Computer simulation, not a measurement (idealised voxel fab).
The process module that follows is named voxel fin reveal.
Cross-sectional view cut (width: 290 nm; square cell size: 5 nm).
For the purposes of this document, a cross-section shall be understood as a grid of square cells, specified as bands listed in top-to-bottom order, each band consisting of one or more rows of cells.
Basically the band line says how high the top is and how high the bottom is, in nm, and then what's in it from left to right, every material with its width in nm. Empty space shows up as "empty", and if a single material carries "edge to edge" it runs the full band edge to edge.
A quick word on heights: they are counted from 0, and under that level the wafer as it came to us is one material throughout. The lowest band is different from the rest in having no bottom; it simply continues downward, written as in "0 nm and below".
The two numbers in a width such as "30->40" mark its ends across the band: the first belongs to the top row of cells, the second to the bottom row, and from each row to the next the width moves by the same amount.
No cell of the cross-section changed in a step that is given as "left unchanged".
Closed empty spaces (no open way to the top) of 8 cells or more are what "Enclosed voids" lists, each as width x height at distance from the left edge, nm for all three.
Whatever follows a step's settings on its line is a remark the simulator itself makes about that step.
overlay nm: where the mask lay relative to plan, measured to the right, on steps with a mask; negatives go left.
**Steps planned for the process**
1 RECEIVE, material Si
2 CONFORMAL_DEP, material SiN, thk nm 5
3 DIRECTIONAL_DEP, material aC, thk nm 15
4 PATTERN, tone cover, mask id FINS, material resist, width nm 15, pitch nm 35, thk nm 30, overlay nm -15
5 DIRECTIONAL_ETCH, etch materials aC, depth nm 15
6 STRIP, etch materials resist
7 DIRECTIONAL_ETCH, etch materials SiN, depth nm 5
8 DIRECTIONAL_ETCH, etch materials Si, depth nm 35
9 STRIP, etch materials aC
10 OXIDIZE, depth nm 5
11 FILL_DEP, material SiO2, thk nm 15
12 CMP, height nm 5
13 SELECTIVE_ETCH, etch materials SiO2, depth nm 25
14 STRIP, etch materials SiN
15 CONFORMAL_DEP, material SiO2, thk nm 5
Wafer-to-wafer difference: overlay nm, step 4. Common start. Plan = first wafer's value.
**First of several wafers (as received, post step 1), cross-sectional view**
  0 nm and below: Si edge to edge
  Enclosed voids: none
**Last step of the module is step 15; after it, the first of several wafers in cross-section**
  5 nm to 0 nm: empty 70  SiO2 15  empty 20  SiO2 15  empty 20  SiO2 15  empty 20  SiO2 15  empty 100
  0 nm to -15 nm: empty 70  SiO2 5  Si 5  SiO2 5  empty 20  SiO2 5  Si 5  SiO2 5  empty 20  SiO2 5  Si 5  SiO2 5  empty 20  SiO2 5  Si 5  SiO2 5  empty 100
  -15 nm to -40 nm: SiO2 75  Si 5  SiO2 30  Si 5  SiO2 30  Si 5  SiO2 30  Si 5  SiO2 105
  -40 nm and below: Si edge to edge
  Enclosed voids: none
**End of module, last wafer sectioned**
  5 nm to 0 nm: empty 100  SiO2 15  empty 20  SiO2 15  empty 20  SiO2 15  empty 20  SiO2 15  empty 70
  0 nm to -15 nm: empty 100  SiO2 5  Si 5  SiO2 5  empty 20  SiO2 5  Si 5  SiO2 5  empty 20  SiO2 5  Si 5  SiO2 5  empty 20  SiO2 5  Si 5  SiO2 5  empty 70
  -15 nm to -40 nm: SiO2 105  Si 5  SiO2 30  Si 5  SiO2 30  Si 5  SiO2 30  Si 5  SiO2 75
  -40 nm and below: Si edge to edge
  Enclosed voids: none
**Wafer rows, end of module: cells per material gained (+) or lost (-) since receipt; closed voids last**
overlay nm -15, -432 Si, +306 SiO2, Enclosed voids: none
overlay nm -10, -432 Si, +306 SiO2, Enclosed voids: none
overlay nm -5, -432 Si, +306 SiO2, Enclosed voids: none
overlay nm 0, -432 Si, +306 SiO2, Enclosed voids: none
overlay nm 5, -432 Si, +306 SiO2, Enclosed voids: none
overlay nm 10, -432 Si, +306 SiO2, Enclosed voids: none
overlay nm 15, -432 Si, +306 SiO2, Enclosed voids: none
